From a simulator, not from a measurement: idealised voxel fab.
The process module that follows is named voxel tone inversion.
Cross-section cut spans 175 nm and uses square cells 5 nm in size.
Bands, listed from the top down, are how a cross-section gets written in this document; the cross-section itself is a grid of square cells, and a band is one or more rows of them. Heights first: top, then bottom, in nm. Then materials, left to right, each with a width in nm. "everywhere" on a single material: fills the band edge to edge. "blank": empty space. Note: height 0 marks the level under which the wafer is uniformly one material as received. Lowest band unbounded below, written "0 nm and below". Top row gets the first number, bottom row gets the second, and each row in between changes by the same step: that is how a band width like "30 to 40" works. No cell of the cross-section changed in a step that is given as "everything unchanged". This entry, "Closed empty spaces", enumerates those empty regions of no fewer than 8 cells that possess no open connection to the top. Each region is reported in the form width x height at distance, the distance being taken from the left edge, with all three quantities expressed in nm. The remark found on a step's line after its settings is issued by the simulator itself and pertains to that step. overlay nm: mask right of planned place by this much (step with mask). Neg. = left.

The planned process steps are enumerated hereunder:
- 1: op RECEIVE | material Si
- 2: op CONFORMAL_DEP | material SiCN | thk nm 5
- 3: op DIRECTIONAL_DEP | material aC | thk nm 25
- 4: op PATTERN | tone cover | mask id POSTS | material resist | width nm 20 | pitch nm 40 | thk nm 30 | overlay nm 0
- 5: op DIRECTIONAL_ETCH | etch materials aC | depth nm 25
- 6: op STRIP | etch materials resist
- 7: op FILL_DEP | material lowk | thk nm 5
- 8: op CMP | height nm 30
- 9: op STRIP | etch materials aC

The first wafer of two, processed as planned:

Step 1 complete: cross-section of the wafer as received:
    0 nm and below  Si everywhere
    Closed empty spaces: none

Cross-sectional representation of the wafer at the conclusion of step 2:
    5 nm to 0 nm  SiCN everywhere
    Lower than 0, everything is as it was.

Cross-sectional representation of the wafer at the conclusion of step 3:
    30 nm to 5 nm  aC everywhere
    Lower than 5, everything is as it was.

Cross-sectional representation of the wafer at the conclusion of step 4:
    60 nm to 30 nm  55 blank | 20 resist | 20 blank | 20 resist | 60 blank
    Lower than 30, everything is as it was.

Cross-sectional representation of the wafer at the conclusion of step 5:
    35 nm to 30 nm  55 blank | 20 resist | 20 blank | 20 resist | 60 blank
    30 nm to 5 nm  55 blank | 20 aC | 20 blank | 20 aC | 60 blank
    Lower than 5, everything is as it was.

Cross-sectional representation of the wafer at the conclusion of step 6:
    30 nm to 5 nm  55 blank | 20 aC | 20 blank | 20 aC | 60 blank
    Lower than 5, everything is as it was.

Cross-sectional representation of the wafer at the conclusion of step 7:
    35 nm to 30 nm  lowk everywhere
    30 nm to 5 nm  55 lowk | 20 aC | 20 lowk | 20 aC | 60 lowk
    Lower than 5, everything is as it was.

Cross-sectional representation of the wafer at the conclusion of step 8:
    30 nm to 5 nm  55 lowk | 20 aC | 20 lowk | 20 aC | 60 lowk
    Lower than 5, everything is as it was.

Cross-sectional representation of the wafer at the conclusion of step 9:
    30 nm to 5 nm  55 lowk | 20 blank | 20 lowk | 20 blank | 60 lowk
    Lower than 5, everything is as it was.

Second of two: same start, same plan, one run error; steps up to and including 5 match the first:

Cross-section: second wafer, time at which step 6 was scheduled to end:
    30 nm to 5 nm  55 blank | 20 aC | 20 blank | 20 aC | 60 blank
    Lower than 5, everything is as it was.

Cross-section: second wafer, time at which step 7 was scheduled to end:
    35 nm to 30 nm  lowk everywhere
    30 nm to 5 nm  55 lowk | 20 aC | 20 lowk | 20 aC | 60 lowk
    Lower than 5, everything is as it was.

Cross-section: second wafer, time at which step 8 was scheduled to end:
    30 nm to 5 nm  55 lowk | 20 aC | 20 lowk | 20 aC | 60 lowk
    Lower than 5, everything is as it was.

Cross-section: second wafer, time at which step 9 was scheduled to end:
    30 nm to 5 nm  55 lowk | 20 blank | 20 lowk | 20 blank | 60 lowk
    Lower than 5, everything is as it was.
The plan and the run diverged here: heads up, step 6 of the plan got done twice
Result: same final cross-section on the two wafers, so no effect from the mistake in this model.
